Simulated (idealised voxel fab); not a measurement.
You're looking at the process module voxel self aligned vias.
The figure presents cross-section cut, which has a width of 160 nm and is divided into square cells with an edge length of 5 nm.
If you're reading a cross-section in this doc, picture square cells in a grid; it comes to you as bands, top ones listed first down to the bottom, and a band can be one or more rows of cells.
Top, bottom (nm), then materials left to right with widths (nm); lone material tagged "all across" fills the whole band edge to edge; "blank" = empty space.
Heads up on the height convention: 0 is the point under which the incoming wafer is all one material, and the lowest band has no bottom, it just keeps going down, like "z 0 and below".
Think of "30->40" as a width that walks from the first number to the second as you go down the band, top row to bottom row, taking equal-sized steps from row to row.
What does "identical to before" mean for a step? It means no cell of the cross-section changed in that step.
Under "Enclosed voids" you'll find the enclosed gaps, the ones with no way out to the top, that are 8 cells or bigger; each reads width x height at distance, with distance counted from the left edge, everything in nm.
Past the settings on a step's line: simulator remark, on that step.
overlay nm: how far to the right of its planned place the mask lay on this masked step (negative: to the left).
### Planned process steps
- 1: RECEIVE (material Si)
- 2: CONFORMAL_DEP (material SiO2; thk nm 10)
- 3: CONFORMAL_DEP (material SiCN; thk nm 5)
- 4: DIRECTIONAL_DEP (material SiO2; thk nm 25)
- 5: PATTERN (tone open; mask id LINES; material resist; width nm 30; pitch nm 70; thk nm 20; overlay nm 0)
- 6: DIRECTIONAL_ETCH (etch materials SiO2; depth nm 25)
- 7: STRIP (etch materials resist)
- 8: CONFORMAL_DEP (material TiN; thk nm 5)
- 9: FILL_DEP (material W; thk nm 10)
- 10: CMP (height nm 40)
- 11: SELECTIVE_ETCH (etch materials W Ru TiN; depth nm 10)
- 12: FILL_DEP (material SiN; thk nm 5)
- 13: CMP (height nm 40)
- 14: DIRECTIONAL_DEP (material SiO2; thk nm 15)
- 15: DIRECTIONAL_DEP (material aC; thk nm 10)
- 16: PATTERN (tone open; mask id VIAS; material resist; width nm 40; thk nm 30; overlay nm 0)
- 17: DIRECTIONAL_ETCH (etch materials aC; depth nm 10)
- 18: STRIP (etch materials resist)
- 19: DIRECTIONAL_ETCH (etch materials SiO2; depth nm 15)
- 20: DIRECTIONAL_ETCH (etch materials SiN; depth nm 10)
- 21: STRIP (etch materials aC)
- 22: CONFORMAL_DEP (material TiN; thk nm 5)
- 23: FILL_DEP (material Cu; thk nm 10)
- 24: CMP (height nm 55)
- 25: CONFORMAL_DEP (material SiCN; thk nm 5)
### Incoming wafer, cross-sectional view, post step 1
> z 0 and below | Si all across
> Enclosed voids: none
### The first of the two wafers as seen in cross-section once the module was finished; processing followed the plan
> z 60 to 55 | SiCN all across
> z 55 to 45 | SiO2: 25  TiN: 5  Cu: 30  TiN: 5  SiO2: 95
> z 45 to 40 | SiO2: 25  TiN: 10  Cu: 20  TiN: 10  SiO2: 95
> z 40 to 35 | SiO2: 30  TiN: 5  Cu: 20  TiN: 5  SiO2: 40  SiN: 30  SiO2: 30
> z 35 to 30 | SiO2: 30  TiN: 30  SiO2: 40  SiN: 30  SiO2: 30
> z 30 to 20 | SiO2: 30  TiN: 5  W: 20  TiN: 5  SiO2: 40  TiN: 5  W: 20  TiN: 5  SiO2: 30
> z 20 to 15 | SiO2: 30  TiN: 30  SiO2: 40  TiN: 30  SiO2: 30
> z 15 to 10 | SiCN all across
> z 10 to 0 | SiO2 all across
> z 0 and below | Si all across
> Enclosed voids: none
### Cross-sectional view: second of two wafers, end of module; start and plan identical to the first, one mistake in running
> z 60 to 55 | SiCN all across
> z 55 to 45 | SiO2: 25  TiN: 5  Cu: 30  TiN: 5  SiO2: 95
> z 45 to 40 | SiO2: 25  TiN: 40  SiO2: 95
> z 40 to 30 | SiN: 25  TiN: 5  SiO2: 30  TiN: 5  SiN: 35  SiO2: 30  SiN: 30
> z 30 to 20 | W: 25  TiN: 5  SiO2: 30  TiN: 5  W: 30  TiN: 5  SiO2: 30  TiN: 5  W: 25
> z 20 to 15 | TiN: 30  SiO2: 30  TiN: 40  SiO2: 30  TiN: 30
> z 15 to 10 | SiCN all across
> z 10 to 0 | SiO2 all across
> z 0 and below | Si all across
> Enclosed voids: none
Run error: planned and actual differ for step 5; actual: PATTERN (tone cover; mask id LINES; material resist; width nm 30; pitch nm 70; thk nm 20; overlay nm 0)
Final tally in cells, some materials are higher or lower on the second wafer than on the first: 8 fewer of Cu | 24 more of SiN | 40 fewer of SiO2 | 8 more of TiN | 16 more of W
